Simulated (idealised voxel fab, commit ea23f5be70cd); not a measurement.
process module | voxel capacitor over wiring
cross-section cut | 285 nm wide | cells 5 nm
A cross-section is a grid of square cells, given in bands from the top down. A band is one or more rows of cells.
Each band's line starts with the height of the band's top and of its bottom, in nm. Then come its materials from left to right, each with its width in nm. One material with "throughout" fills the band from edge to edge. "air" is empty space.
Height 0 is the level under which the wafer as received is all one material. The lowest band goes on downwards, as in "0 down".
A width such as "30 to 40" changes by the same amount from each row of cells to the next, from the band's top row to its bottom row.
"no change" after a step means that no cell of the cross-section changed.
closed voids: empty space of 8 cells or more with no open way to the top, each as width x height at its distance from the left edge, in nm
after a step's settings: what the simulator itself notes on the step
overlay nm, on a step with a mask: how far to the right of its planned place the mask lay; to the left if negative
plan
1 op RECEIVE | material Si
2 op CONFORMAL_DEP | material SiO2 | thk nm 15
3 op CONFORMAL_DEP | material SiCN | thk nm 5
4 op DIRECTIONAL_DEP | material SiO2 | thk nm 20
5 op DIRECTIONAL_DEP | material aC | thk nm 10
6 op PATTERN | tone open | mask id METAL_1 | material resist | width nm 20 | pitch nm 75 | thk nm 30 | overlay nm 0
7 op DIRECTIONAL_ETCH | etch materials aC | depth nm 10
8 op STRIP | etch materials resist
9 op DIRECTIONAL_ETCH | etch materials SiO2 | depth nm 20
10 op DIRECTIONAL_ETCH | etch materials SiCN | depth nm 5
11 op STRIP | etch materials aC
12 op CONFORMAL_DEP | material TiN | thk nm 5
13 op FILL_DEP | material Cu | thk nm 10
14 op CMP | height nm 40
15 op EPI | material Ru | thk nm 5
16 op FILL_DEP | material SiCN | thk nm 5
17 op DIRECTIONAL_DEP | material lowk | thk nm 10
18 op PATTERN | tone open | mask id PLUG_1 | material resist | width nm 15 | thk nm 15 | overlay nm 0
19 op DIRECTIONAL_ETCH | etch materials lowk | depth nm 10
20 op DIRECTIONAL_ETCH | etch materials SiCN | depth nm 5
21 op STRIP | etch materials resist
22 op CONFORMAL_DEP | material TiN | thk nm 5
23 op FILL_DEP | material W | thk nm 5
24 op CMP | height nm 60
25 op DIRECTIONAL_DEP | material TiN | thk nm 5
26 op DIRECTIONAL_DEP | material HfO2 | thk nm 5
27 op DIRECTIONAL_DEP | material TiN | thk nm 5
28 op PATTERN | tone cover | mask id UPPER_PLATE | material resist | width nm 60 | thk nm 15 | overlay nm 0
29 op DIRECTIONAL_ETCH | etch materials TiN | depth nm 5
30 op DIRECTIONAL_ETCH | etch materials HfO2 | depth nm 5
31 op STRIP | etch materials resist
32 op MASKED_ETCH | tone cover | mask id LOWER_PLATE | width nm 70 | etch materials TiN | depth nm 5 | overlay nm 0
33 op FILL_DEP | material SiO2 | thk nm 20
34 op CMP | height nm 90
35 op DIRECTIONAL_DEP | material aC | thk nm 10
36 op PATTERN | tone open | mask id PLUG_2 | material resist | width nm 15 | thk nm 30 | overlay nm 0
37 op DIRECTIONAL_ETCH | etch materials aC | depth nm 10
38 op STRIP | etch materials resist
39 op DIRECTIONAL_ETCH | etch materials SiO2 | depth nm 15
40 op STRIP | etch materials aC
41 op CONFORMAL_DEP | material TiN | thk nm 5
42 op FILL_DEP | material W | thk nm 5
43 op CMP | height nm 90
44 op CONFORMAL_DEP | material SiN | thk nm 5
as received, after step 1
  0 down: Si throughout
  closed voids: none
a wafer at the end: this start, this plan, one mistake
  95 to 90: SiN throughout
  90 to 80: SiO2 110 to 100 | TiN 15 to 60 | SiO2 160 to 125
  80 to 75: SiO2 100 | HfO2 60 | SiO2 125
  75 to 65: HfO2 throughout
  65 to 60: TiN throughout
  60 to 50: lowk 100 | TiN 5 | W 5 | TiN 5 | lowk 170
  50 to 45: SiCN 100 | TiN 15 | SiCN 170
  45 to 40: SiCN 90 | Ru 30 | SiCN 45 | Ru 30 | SiCN 90
  40 to 20: SiO2 95 | TiN 5 | Cu 10 | TiN 5 | SiO2 55 | TiN 5 | Cu 10 | TiN 5 | SiO2 95
  20 to 15: SiCN 95 | TiN 20 | SiCN 55 | TiN 20 | SiCN 95
  15 to 0: SiO2 throughout
  0 down: Si throughout
  closed voids: none
what went wrong: step 26 ran as: op DIRECTIONAL_DEP | material HfO2 | thk nm 15
